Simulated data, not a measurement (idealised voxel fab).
You're looking at the process module voxel released beams.
The cross-section on display is named cut; it measures 155 nm wide, and its cells are 5 nm squares.
Bands, listed from the top down, are how a cross-section gets written in this document; the cross-section itself is a grid of square cells, and a band is one or more rows of them. Per band: top height and bottom height in nm, followed by the left-to-right materials and their widths in nm; "throughout" marks a single material spanning edge to edge, "empty" marks empty space. Beneath 0, the wafer as received is one material, and that level is where height counting begins. The lowest band goes on downward without a bottom; it is written like "from 0 down". Quick explanation for "30..40": the width changes in equal steps down the rows of cells, from the first number in the band's top row to the second number in its bottom row. It should be understood that the words "nothing got changed", when stated for a given step, signify that the cross-section underwent no change in any of its cells during that step. The label "Closed void entries" introduces a list of the empty spaces, 8 cells or larger, that have no open way up to the top; each entry in it reads width x height at distance, where the distance is taken from the left edge and all three are stated in nm. Anything after a step's settings on that line? It's the simulator's own note about the step. overlay nm: right-of-plan distance of the mask on a masked step; negative values mean left-of-plan.

-- Process steps foreseen in the plan
1: RECEIVE with material Si
2: CONFORMAL_DEP with material Al2O3, thk nm 5
3: DIRECTIONAL_DEP with material SiO2, thk nm 10
4: DIRECTIONAL_DEP with material aC, thk nm 15
5: PATTERN with tone open, mask id ANCHOR, material resist, width nm 40, thk nm 35, overlay nm 0
6: DIRECTIONAL_ETCH with etch materials aC, depth nm 15
7: STRIP with etch materials resist
8: DIRECTIONAL_ETCH with etch materials SiO2, depth nm 10
9: STRIP with etch materials aC
10: CONFORMAL_DEP with material SiN, thk nm 15
11: MASKED_ETCH with tone cover, mask id BEAM, width nm 100, etch materials SiN, depth nm 15, overlay nm 0
12: STRIP with etch materials SiO2
The wafers in this document start out alike and differ in the thk nm applied at step 2; the plan shows the value used for the first wafer.

-- Sectional view: first of several wafers, as received, after step 1
> from 0 down | Si throughout
> Closed void entries: none

-- Take a look at the first of several wafers in cross-section: the module is done, and step 12 was its last step
> from 30 to 20 | 25 empty | 20 SiN | 10 empty | 70 SiN | 30 empty
> from 20 to 15 | 25 empty | 100 SiN | 30 empty
> from 15 to 5 | 30 empty | 40 SiN | 85 empty
> from 5 to 0 | Al2O3 throughout
> from 0 down | Si throughout
> Closed void entries: none

-- End of module: cross-section, last of several wafers
> from 45 to 35 | 25 empty | 20 SiN | 10 empty | 70 SiN | 30 empty
> from 35 to 30 | 25 empty | 100 SiN | 30 empty
> from 30 to 20 | 30 empty | 40 SiN | 85 empty
> from 20 to 0 | Al2O3 throughout
> from 0 down | Si throughout
> Closed void entries: none

-- So in this table every wafer gets its own row, and what you see is where it stands at the end of the module: for each material, how many cells it picked up (+) or gave up (-) since we received it, and after that its closed voids
thk nm 5; +31 Al2O3; +72 SiN; Closed void entries: none
thk nm 10; +62 Al2O3; +72 SiN; Closed void entries: none
thk nm 15; +93 Al2O3; +72 SiN; Closed void entries: none
thk nm 20; +124 Al2O3; +72 SiN; Closed void entries: none
